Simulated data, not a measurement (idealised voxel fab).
process module | voxel self aligned contacts
cross-section cut | 195 nm wide | cells 5 nm
A cross-section is a grid of square cells, given in bands from the top down. A band is one or more rows of cells.
Each band's line starts with the height of the band's top and of its bottom, in nm. Then come its materials from left to right, each with its width in nm. One material with "throughout" fills the band from edge to edge. "air" is empty space.
Height 0 is the level under which the wafer as received is all one material. The lowest band goes on downwards, as in "0 down".
A width such as "30 to 40" changes by the same amount from each row of cells to the next, from the band's top row to its bottom row.
"no change" after a step means that no cell of the cross-section changed.
closed voids: empty space of 8 cells or more with no open way to the top, each as width x height at its distance from the left edge, in nm
after a step's settings: what the simulator itself notes on the step
overlay nm, on a step with a mask: how far to the right of its planned place the mask lay; to the left if negative
plan
1 op RECEIVE | material Si
2 op OXIDIZE | depth nm 5
3 op DIRECTIONAL_DEP | material polySi | thk nm 30
4 op DIRECTIONAL_DEP | material SiN | thk nm 25
5 op PATTERN | tone cover | mask id GATE | material resist | width nm 30 | pitch nm 75 | thk nm 15 | overlay nm 0
6 op DIRECTIONAL_ETCH | etch materials SiN | depth nm 25
7 op DIRECTIONAL_ETCH | etch materials polySi | depth nm 30
8 op STRIP | etch materials resist
9 op CONFORMAL_DEP | material SiN | thk nm 10
10 op DIRECTIONAL_ETCH | etch materials SiN | depth nm 10
11 op FILL_DEP | material SiO2 | thk nm 20
12 op CMP | height nm 65
13 op MASKED_ETCH | tone open | mask id CONTACT | width nm 55 | etch materials SiO2 | depth nm 70 | overlay nm 0
14 op CONFORMAL_DEP | material TiN | thk nm 5
15 op FILL_DEP | material W | thk nm 5
16 op CMP | height nm 65
17 op CONFORMAL_DEP | material SiCN | thk nm 5
as received, after step 1
  0 down: Si throughout
  closed voids: none
a wafer at the end: this start, this plan, one mistake
  70 to 65: SiCN throughout
  65 to 60: SiO2 70 | TiN 20 | W 15 | TiN 20 | SiO2 70
  60 to 30: SiO2 35 | SiN 50 | TiN 5 | W 15 | TiN 5 | SiN 50 | SiO2 35
  30 to 10: SiO2 35 | SiN 10 | polySi 30 | SiN 10 | TiN 5 | W 15 | TiN 5 | SiN 10 | polySi 30 | SiN 10 | SiO2 35
  10 to 5: SiO2 35 | SiN 10 | polySi 30 | SiN 10 | TiN 25 | SiN 10 | polySi 30 | SiN 10 | SiO2 35
  5 to 0: SiN 45 | polySi 30 | SiN 45 | polySi 30 | SiN 45
  0 to -5: SiO2 throughout
  -5 down: Si throughout
  closed voids: none
what went wrong: step 10 ran as: op DIRECTIONAL_ETCH | etch materials SiN | depth nm 5
